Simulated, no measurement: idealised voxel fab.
Process module under the name voxel air gaps
Square cell edge 5 nm, section width 205 nm, ID cut.
The cross-sections in this document take the form of a grid made of square cells. They are written out as bands, in order from top to bottom. Each band consists of one or more rows of cells. Basically the band line says how high the top is and how high the bottom is, in nm, and then what's in it from left to right, every material with its width in nm. Empty space shows up as "air", and if a single material carries "all across" it runs the full band edge to edge. Counting heights begins at 0, where everything beneath is, in the wafer as received, one material. The lowest band has no bottom; it goes on downwards, as "0 down" shows. It should be noted that a width expressed as "30..40" varies in equal increments from row to row of cells within the band, taking the value of the first number at the top row and that of the second number at the bottom row. Any step labelled "identical to before" changed none of the cells in the cross-section. The list in "Sealed void inventory" covers empty spaces of 8 cells or more that cannot reach the top through any open way, and it gives each as width x height at distance; the distance is from the left edge, and width, height and distance are in nm. Past the settings on a step's line: simulator remark, on that step. overlay nm: for a step with a mask, the amount by which the mask lay right of where it was planned; a negative amount means left of it.

SET OUT BELOW ARE THE PLANNED STEPS OF THE PROCESS
step 1: RECEIVE with material Si
step 2: CONFORMAL_DEP with material SiO2, thk nm 15
step 3: CONFORMAL_DEP with material SiN, thk nm 5
step 4: DIRECTIONAL_DEP with material lowk, thk nm 40
step 5: DIRECTIONAL_DEP with material aC, thk nm 15
step 6: PATTERN with tone open, mask id LINES, material resist, width nm 25, pitch nm 50, thk nm 30, overlay nm 0
step 7: DIRECTIONAL_ETCH with etch materials aC, depth nm 15
step 8: STRIP with etch materials resist
step 9: DIRECTIONAL_ETCH with etch materials lowk, depth nm 40
step 10: STRIP with etch materials aC
step 11: CONFORMAL_DEP with material TiN, thk nm 5
step 12: FILL_DEP with material W, thk nm 10
step 13: CMP with height nm 60
step 14: EPI with material Ru, thk nm 10
step 15: SELECTIVE_ETCH with etch materials lowk, depth nm 50
step 16: CONFORMAL_DEP with material SiCN, thk nm 5

WAFER AT RECEIPT (POST STEP 1), CROSS-SECTION
- 0 down: Si all across
- Sealed void inventory: none

A WAFER AT THE END: THIS START, THIS PLAN, ONE MISTAKE
- 75 to 70: air: 25 / SiCN: 155 / air: 25
- 70 to 60: air: 25 / SiCN: 5 / Ru: 45 / SiCN: 5 / Ru: 45 / SiCN: 5 / Ru: 45 / SiCN: 5 / air: 25
- 60 to 25: air: 25 / SiCN: 5 / Ru: 10 / TiN: 5 / W: 15 / TiN: 5 / Ru: 10 / SiCN: 5 / Ru: 10 / TiN: 5 / W: 15 / TiN: 5 / Ru: 10 / SiCN: 5 / Ru: 10 / TiN: 5 / W: 15 / TiN: 5 / Ru: 10 / SiCN: 5 / air: 25
- 25 to 20: SiCN: 30 / Ru: 10 / TiN: 25 / Ru: 10 / SiCN: 5 / Ru: 10 / TiN: 25 / Ru: 10 / SiCN: 5 / Ru: 10 / TiN: 25 / Ru: 10 / SiCN: 30
- 20 to 15: SiN all across
- 15 to 0: SiO2 all across
- 0 down: Si all across
- Sealed void inventory: none
It is concluded that the wafer was processed incorrectly with respect to the plan, in that contrary to the plan, steps 14 and 15 were processed in exchanged order
